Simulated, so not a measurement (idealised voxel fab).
process module | voxel gate over fins
cross-section cut | 155 nm wide | cells 5 nm
A cross-section is a grid of square cells, given in bands from the top down. A band is one or more rows of cells.
Each band's line starts with the height of the band's top and of its bottom, in nm. Then come its materials from left to right, each with its width in nm. One material with "throughout" fills the band from edge to edge. "air" is empty space.
Height 0 is the level under which the wafer as received is all one material. The lowest band goes on downwards, as in "0 down".
A width such as "30 to 40" changes by the same amount from each row of cells to the next, from the band's top row to its bottom row.
"no change" after a step means that no cell of the cross-section changed.
closed voids: empty space of 8 cells or more with no open way to the top, each as width x height at its distance from the left edge, in nm
after a step's settings: what the simulator itself notes on the step
overlay nm, on a step with a mask: how far to the right of its planned place the mask lay; to the left if negative
plan
1 op RECEIVE | material Si
2 op CONFORMAL_DEP | material SiN | thk nm 10
3 op DIRECTIONAL_DEP | material aC | thk nm 15
4 op PATTERN | tone cover | mask id FINS | material resist | width nm 15 | pitch nm 50 | thk nm 35 | overlay nm 0
5 op DIRECTIONAL_ETCH | etch materials aC | depth nm 15
6 op STRIP | etch materials resist
7 op DIRECTIONAL_ETCH | etch materials SiN | depth nm 10
8 op DIRECTIONAL_ETCH | etch materials Si | depth nm 35
9 op STRIP | etch materials aC
10 op FILL_DEP | material SiO2 | thk nm 5
11 op CMP | height nm 10
12 op DIRECTIONAL_DEP | material aC | thk nm 10
13 op PATTERN | tone open | mask id RAIL | material resist | width nm 15 | thk nm 30 | overlay nm 0
14 op DIRECTIONAL_ETCH | etch materials aC | depth nm 10
15 op STRIP | etch materials resist
16 op DIRECTIONAL_ETCH | etch materials SiO2 | depth nm 40
17 op STRIP | etch materials aC
18 op CONFORMAL_DEP | material TiN | thk nm 5
19 op FILL_DEP | material W | thk nm 5
20 op CMP | height nm 10
21 op SELECTIVE_ETCH | etch materials W Ru TiN | depth nm 25
22 op FILL_DEP | material SiO2 | thk nm 5
23 op CMP | height nm 10
24 op SELECTIVE_ETCH | etch materials SiO2 | depth nm 20
25 op STRIP | etch materials SiN
26 op CONFORMAL_DEP | material HfO2 | thk nm 5
27 op CONFORMAL_DEP | material TiN | thk nm 5
28 op FILL_DEP | material W | thk nm 15
29 op CMP | height nm 20
30 op CONFORMAL_DEP | material SiN | thk nm 10
as received, after step 1
  0 down: Si throughout
  closed voids: none
first wafer at the end, as planned
  30 to 20: SiN throughout
  20 to 10: W throughout
  10 to 5: W 10 | TiN 35 | W 15 | TiN 35 | W 15 | TiN 35 | W 10
  5 to 0: W 10 | TiN 5 | HfO2 25 | TiN 5 | W 15 | TiN 5 | HfO2 25 | TiN 5 | W 15 | TiN 5 | HfO2 25 | TiN 5 | W 10
  0 to -5: TiN 15 | HfO2 5 | Si 15 | HfO2 5 | TiN 25 | HfO2 5 | Si 15 | HfO2 5 | TiN 25 | HfO2 5 | Si 15 | HfO2 5 | TiN 15
  -5 to -10: HfO2 20 | Si 15 | HfO2 35 | Si 15 | HfO2 35 | Si 15 | HfO2 20
  -10 to -15: SiO2 20 | Si 15 | SiO2 35 | Si 15 | SiO2 35 | Si 15 | SiO2 20
  -15 to -25: SiO2 20 | Si 15 | SiO2 10 | TiN 5 | W 5 | TiN 5 | SiO2 10 | Si 15 | SiO2 35 | Si 15 | SiO2 20
  -25 to -30: SiO2 20 | Si 15 | SiO2 10 | TiN 15 | SiO2 10 | Si 15 | SiO2 35 | Si 15 | SiO2 20
  -30 to -35: SiO2 20 | Si 15 | SiO2 35 | Si 15 | SiO2 35 | Si 15 | SiO2 20
  -35 down: Si throughout
  closed voids: none
second wafer at the end: like start, like plan, one mistake
  30 to 20: SiN throughout
  20 to 10: W throughout
  10 to 5: W 10 | HfO2 35 | W 15 | HfO2 35 | W 15 | HfO2 35 | W 10
  5 to 0: W 10 | HfO2 5 | TiN 25 | HfO2 5 | W 15 | HfO2 5 | TiN 25 | HfO2 5 | W 15 | HfO2 5 | TiN 25 | HfO2 5 | W 10
  0 to -5: HfO2 15 | TiN 5 | Si 15 | TiN 5 | HfO2 25 | TiN 5 | Si 15 | TiN 5 | HfO2 25 | TiN 5 | Si 15 | TiN 5 | HfO2 15
  -5 to -10: TiN 20 | Si 15 | TiN 35 | Si 15 | TiN 35 | Si 15 | TiN 20
  -10 to -15: SiO2 20 | Si 15 | SiO2 35 | Si 15 | SiO2 35 | Si 15 | SiO2 20
  -15 to -25: SiO2 20 | Si 15 | SiO2 10 | TiN 5 | W 5 | TiN 5 | SiO2 10 | Si 15 | SiO2 35 | Si 15 | SiO2 20
  -25 to -30: SiO2 20 | Si 15 | SiO2 10 | TiN 15 | SiO2 10 | Si 15 | SiO2 35 | Si 15 | SiO2 20
  -30 to -35: SiO2 20 | Si 15 | SiO2 35 | Si 15 | SiO2 35 | Si 15 | SiO2 20
  -35 down: Si throughout
  closed voids: none
what went wrong: steps 26 and 27 were swapped
at the end the second wafer has, in cells: as many of each material as the first, in other places
